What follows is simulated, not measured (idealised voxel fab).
A process module follows: voxel wiring stack.
Square cells of 5 nm make up the cross-section cut, whose width is 245 nm.
This document writes a cross-section as a grid whose cells are square, and gives it as bands, listed from the top down; one or more rows of cells form a band. Basically the band line says how high the top is and how high the bottom is, in nm, and then what's in it from left to right, every material with its width in nm. Empty space shows up as "air", and if a single material carries "everywhere" it runs the full band edge to edge. Heights from 0 (as-received wafer is one material below). Bottom band endless downward, as "0 -> down". When a width is written as two numbers, as in "30 to 40", the first number is the width in the top row of cells of the band and the second is the width in its bottom row, and the width changes by the same amount from each row to the next. "changes: none" -> step changed no cross-section cell. In "Enclosed voids" the enclosed voids are listed, meaning empty spaces of 8 cells or larger without any opening to the top. The form is width x height at distance, distance from the left edge, units nm. Note: text after step settings on the step line = simulator remark on that step. A step's line can hold "overlay nm"; with a mask on that step, the setting says how far right of the planned place the mask lay, while a negative setting says it lay to the left.

SET OUT BELOW ARE THE PLANNED STEPS OF THE PROCESS
1) RECEIVE: material Si
2) CONFORMAL_DEP: material SiO2, thk nm 10
3) DIRECTIONAL_DEP: material TiN, thk nm 5
4) DIRECTIONAL_DEP: material Ru, thk nm 20
5) PATTERN: tone cover, mask id METAL_1, material resist, width nm 20, pitch nm 35, thk nm 15, overlay nm 0
6) DIRECTIONAL_ETCH: etch materials Ru, depth nm 20
7) DIRECTIONAL_ETCH: etch materials TiN, depth nm 5
8) STRIP: etch materials resist
9) CONFORMAL_DEP: material SiN, thk nm 5
10) FILL_DEP: material SiO2, thk nm 5
11) CMP: height nm 35
12) CONFORMAL_DEP: material SiCN, thk nm 5
13) DIRECTIONAL_DEP: material SiO2, thk nm 20
14) DIRECTIONAL_DEP: material aC, thk nm 15
15) PATTERN: tone open, mask id PLUG_1, material resist, width nm 15, pitch nm 70, thk nm 30, overlay nm 0
16) DIRECTIONAL_ETCH: etch materials aC, depth nm 15
17) STRIP: etch materials resist
18) DIRECTIONAL_ETCH: etch materials SiO2, depth nm 20
19) DIRECTIONAL_ETCH: etch materials SiCN, depth nm 5
20) STRIP: etch materials aC
21) EPI: material Ru, thk nm 10
22) EPI: material Ru, thk nm 10
23) EPI: material Ru, thk nm 5
24) DIRECTIONAL_DEP: material TiN, thk nm 5
25) DIRECTIONAL_DEP: material Ru, thk nm 20
26) MASKED_ETCH: tone cover, mask id METAL_2, width nm 20, pitch nm 35, etch materials Ru, depth nm 20, overlay nm 0
27) MASKED_ETCH: tone cover, mask id METAL_2, width nm 20, pitch nm 35, etch materials TiN, depth nm 5, overlay nm 0
28) FILL_DEP: material SiO2, thk nm 10
29) CMP: height nm 85
30) CONFORMAL_DEP: material SiCN, thk nm 5
31) DIRECTIONAL_DEP: material SiO2, thk nm 15
32) MASKED_ETCH: tone open, mask id PLUG_2, width nm 15, pitch nm 35, etch materials SiO2, depth nm 15, overlay nm 0
33) MASKED_ETCH: tone open, mask id PLUG_2, width nm 15, pitch nm 35, etch materials SiCN, depth nm 5, overlay nm -15
34) CONFORMAL_DEP: material TiN, thk nm 5
35) FILL_DEP: material W, thk nm 5
36) CMP: height nm 105
37) DIRECTIONAL_DEP: material TiN, thk nm 5
38) DIRECTIONAL_DEP: material W, thk nm 25
39) PATTERN: tone cover, mask id METAL_3, material resist, width nm 20, pitch nm 35, thk nm 20, overlay nm 0
40) DIRECTIONAL_ETCH: etch materials W, depth nm 25
41) DIRECTIONAL_ETCH: etch materials TiN, depth nm 5
42) STRIP: etch materials resist
43) FILL_DEP: material SiO2, thk nm 5
44) CMP: height nm 135
45) CONFORMAL_DEP: material SiN, thk nm 5
It is noted that the wafers described herein are identical at the outset and are distinguished by the overlay nm of step 33; the value stated in the plan corresponds to the first wafer.

FIRST OF SEVERAL WAFERS (AS RECEIVED, POST STEP 1), CROSS-SECTIONAL VIEW
  0 -> down: Si everywhere
  Enclosed voids: none

TAKE ANY ROW AND YOU HAVE A WAFER AT THE END OF THE MODULE: HOW MANY CELLS OF EACH MATERIAL IT HAS GAINED (+) OR LOST (-) SINCE IT WAS RECEIVED, AND THEN ITS CLOSED VOIDS
overlay nm -15; +158 Ru; +92 SiCN; +114 SiN; +844 SiO2; +76 TiN; +88 W; Enclosed voids: none
overlay nm -10; +158 Ru; +88 SiCN; +114 SiN; +844 SiO2; +80 TiN; +88 W; Enclosed voids: none
overlay nm -5; +158 Ru; +84 SiCN; +114 SiN; +844 SiO2; +84 TiN; +88 W; Enclosed voids: none
overlay nm 0; +158 Ru; +80 SiCN; +114 SiN; +844 SiO2; +84 TiN; +92 W; Enclosed voids: none
overlay nm 5; +158 Ru; +84 SiCN; +114 SiN; +844 SiO2; +84 TiN; +88 W; Enclosed voids: none
overlay nm 10; +158 Ru; +88 SiCN; +114 SiN; +844 SiO2; +80 TiN; +88 W; Enclosed voids: none
overlay nm 15; +158 Ru; +92 SiCN; +114 SiN; +844 SiO2; +76 TiN; +88 W; Enclosed voids: none
